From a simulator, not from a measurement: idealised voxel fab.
Process module name: voxel ribs on slabs
In the cross-section labelled cut, the width is 170 nm and each square cell is 5 nm.
Heads up, the way a cross-section reads in here is a grid of square cells, handed over as bands from the top down, with every band being one or more rows of cells. Basically the band line says how high the top is and how high the bottom is, in nm, and then what's in it from left to right, every material with its width in nm. Empty space shows up as "blank", and if a single material carries "everywhere" it runs the full band edge to edge. Basically, 0 is our baseline, since under it the wafer straight out of the box is all one material. The bottom band has no lower end and keeps on going down, so it looks like "0 and below". Note: "30->40" means the width goes from the first number (top row of the band) to the second number (bottom row) in equal steps per row of cells. "left unchanged" for a step: no cell of the cross-section changed in that step. For the entry "Unvented internal voids", the listed items are empty spaces with no open way to the top whose size is 8 cells or more; each item follows the pattern width x height at distance, where distance is from the left edge and all three are in nm. On each step's line, the part that comes after the settings is the simulator's own comment on the step. Steps that use a mask can have "overlay nm" on their line. It says how far the mask sat to the right of where it was meant to be. Negative means to the left.
Process steps (planned):
1. RECEIVE with material Si
2. DIRECTIONAL_DEP with material SiO2, thk nm 30
3. DIRECTIONAL_DEP with material SiN, thk nm 15
4. PATTERN with tone cover, mask id RIB, material resist, width nm 20, thk nm 15, overlay nm 0
5. DIRECTIONAL_ETCH with etch materials SiN, depth nm 10
6. STRIP with etch materials resist
7. DIRECTIONAL_DEP with material aC, thk nm 15
8. PATTERN with tone cover, mask id SLAB, material resist, width nm 70, thk nm 35, overlay nm 0
9. DIRECTIONAL_ETCH with etch materials aC, depth nm 15
10. STRIP with etch materials resist
11. DIRECTIONAL_ETCH with etch materials SiN, depth nm 5
12. STRIP with etch materials aC
13. FILL_DEP with material SiO2, thk nm 20
14. CMP with height nm 55
15. DIRECTIONAL_DEP with material W, thk nm 10
16. DIRECTIONAL_DEP with material aC, thk nm 10
17. PATTERN with tone cover, mask id HEATER, material resist, width nm 30, thk nm 25, overlay nm 0
18. DIRECTIONAL_ETCH with etch materials aC, depth nm 10
19. STRIP with etch materials resist
20. DIRECTIONAL_ETCH with etch materials W, depth nm 10
21. STRIP with etch materials aC
22. CONFORMAL_DEP with material SiN, thk nm 5
Cross-section, incoming material, after step 1:
0 and below | Si everywhere
Unvented internal voids: none
The first of two wafers, cross-sectioned at the end of the module, with the run proceeding as planned:
70 down to 65 | blank=65 | SiN=40 | blank=65
65 down to 60 | blank=65 | SiN=5 | W=30 | SiN=5 | blank=65
60 down to 55 | SiN=70 | W=30 | SiN=70
55 down to 45 | SiO2 everywhere
45 down to 35 | SiO2=75 | SiN=20 | SiO2=75
35 down to 30 | SiO2=50 | SiN=70 | SiO2=50
30 down to 0 | SiO2 everywhere
0 and below | Si everywhere
Unvented internal voids: none
Presented here is a cross-section of the second of the two wafers as it stood at the end of the module. It was started in the same manner and assigned the same plan as the first wafer; however, one mistake was made in its execution:
70 down to 65 | blank=65 | SiN=40 | blank=65
65 down to 60 | blank=65 | SiN=5 | W=30 | SiN=5 | blank=65
60 down to 55 | SiN=70 | W=30 | SiN=70
55 down to 35 | SiO2 everywhere
35 down to 30 | SiO2=75 | SiN=20 | SiO2=75
30 down to 0 | SiO2 everywhere
0 and below | Si everywhere
Unvented internal voids: none
Nonconformance to the process plan: step 3 was run on a setting that differed from the plan, and what really ran there is DIRECTIONAL_DEP with material SiN, thk nm 5
End of process, cell counts, second wafer against first, materials with more or fewer: SiN -18 | SiO2 +18
